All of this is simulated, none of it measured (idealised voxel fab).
This is a process module. Its name is voxel double patterning.
Square cell edge 5 nm, section width 220 nm, ID cut.
Just so we're on the same page, the cross-sections are grids of square cells, and they're listed out in bands top to bottom, each band one or more rows deep. Read a band's entry like this: the first values are the height of its top and the height of its bottom in nm, and what follows is the sequence of materials from left to right, each with its width in nm. Note that "air" is empty space, and that a single material marked "all across" reaches across the band from edge to edge. Where do heights start? At 0: under that level the wafer as delivered is made of one material only. And the lowest band has no floor; it just carries on downward, as in "from 0 down". Width: "30..40" (first number = top row, second number = bottom row, same change from row to row of cells). Step note "remained unchanged" = no cross-section cell changed. "Cavities, sealed": empty spaces of 8 cells or more with no open way to the top, each given as width x height at distance, distance from the left edge, all in nm. Note: text after step settings on the step line = simulator remark on that step. For masked steps, "overlay nm" on the step line gives how far right of plan the mask actually lay; a minus sign means it lay to the left.

These are the steps we planned for the process
1,RECEIVE,material Si
2,CONFORMAL_DEP,material SiO2,thk nm 5
3,DIRECTIONAL_DEP,material TiN,thk nm 15
4,DIRECTIONAL_DEP,material SiCN,thk nm 10
5,PATTERN,tone open,mask id FIRST,material resist,width nm 15,pitch nm 50,thk nm 15,overlay nm 0
6,DIRECTIONAL_ETCH,etch materials SiCN,depth nm 10
7,STRIP,etch materials resist
8,DIRECTIONAL_DEP,material aC,thk nm 10
9,PATTERN,tone open,mask id SECOND,material resist,width nm 15,thk nm 25,overlay nm 0
10,DIRECTIONAL_ETCH,etch materials aC,depth nm 10
11,STRIP,etch materials resist
12,DIRECTIONAL_ETCH,etch materials SiCN,depth nm 10
13,STRIP,etch materials aC
14,DIRECTIONAL_ETCH,etch materials TiN,depth nm 15
15,STRIP,etch materials SiCN

Cross-section of the wafer at receipt, which is the condition after step 1
> from 0 down = Si all across
> Cavities, sealed: none

End state of the module in cross-section, given the above starting point and plan and one mistake in execution
> from 35 to 20 = TiN: 75; air: 15; TiN: 10; air: 15; TiN: 10; air: 15; TiN: 80
> from 20 to 5 = TiN all across
> from 5 to 0 = SiO2 all across
> from 0 down = Si all across
> Cavities, sealed: none
Here's what went sideways: regarding the plan, step 3 was run twice
